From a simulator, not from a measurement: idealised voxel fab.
Documented hereafter: the process module known as voxel lift off.
cross-section cut | 250 nm wide | cells 5 nm
Reading order for cross-sections: top band down to bottom band. Underlying form: a grid of square cells. Band size: one or more rows of cells.
For a band, the entry starts with two heights in nm, that of the top and then that of the bottom, and carries on with the band's materials in order from left to right, each alongside its width in nm; the word "edge to edge" beside a single material means it fills the band edge to edge, and "empty" means empty space.
Height 0 is the level under which the wafer as received is all one material. The lowest band goes on downwards, as in "0 -> down".
You'd read "30 to 40" like this: the band's top row of cells is as wide as the first number, its bottom row is as wide as the second, and going down, every row changes width by the same amount as the row before did.
"no change" -> step changed no cross-section cell.
Closed empty spaces (no open way to the top) of 8 cells or more are what "Trapped cavities" lists, each as width x height at distance from the left edge, nm for all three.
On each step's line, the part that comes after the settings is the simulator's own comment on the step.
overlay nm: mask offset rightward from planned place, masked step; negative means leftward offset.
### List of planned process steps
1,RECEIVE [material Si]
2,CONFORMAL_DEP [material Al2O3] [thk nm 10]
3,PATTERN [tone open] [mask id LINES] [material resist] [width nm 15] [pitch nm 35] [thk nm 20] [overlay nm 0]
4,DIRECTIONAL_DEP [material Ru] [thk nm 10]
5,STRIP [etch materials resist]
6,CONFORMAL_DEP [material SiN] [thk nm 5]
### Cross-section of the wafer as it came to us, i.e., already through step 1
* 0 -> down | Si edge to edge
* Trapped cavities: none
### First of two wafers at the end of the module, shown in cross-section; run carried out as planned
* 25 -> 20 | empty 95, SiN 25, empty 10, SiN 25, empty 95
* 20 -> 15 | empty 95, SiN 5, Ru 15, SiN 5, empty 10, SiN 5, Ru 15, SiN 5, empty 95
* 15 -> 10 | SiN 100, Ru 15, SiN 20, Ru 15, SiN 100
* 10 -> 0 | Al2O3 edge to edge
* 0 -> down | Si edge to edge
* Trapped cavities: none
### End-of-module cross-section of the second wafer: identical starting point and process plan to the first, with one processing mistake
* 25 -> 20 | empty 95, SiN 30, empty 5, SiN 30, empty 90
* 20 -> 15 | empty 95, SiN 5, Ru 20, SiN 5, empty 5, SiN 5, Ru 20, SiN 5, empty 90
* 15 -> 10 | SiN 100, Ru 20, SiN 15, Ru 20, SiN 95
* 10 -> 0 | Al2O3 edge to edge
* 0 -> down | Si edge to edge
* Trapped cavities: none
Want to know what went wrong? step 3 ran with different settings than intended, the actual operation and settings being PATTERN [tone open] [mask id LINES] [material resist] [width nm 20] [pitch nm 35] [thk nm 20] [overlay nm 0]
At the finish, the second wafer shows more or fewer cells for some materials than the first does: Ru: 4 more
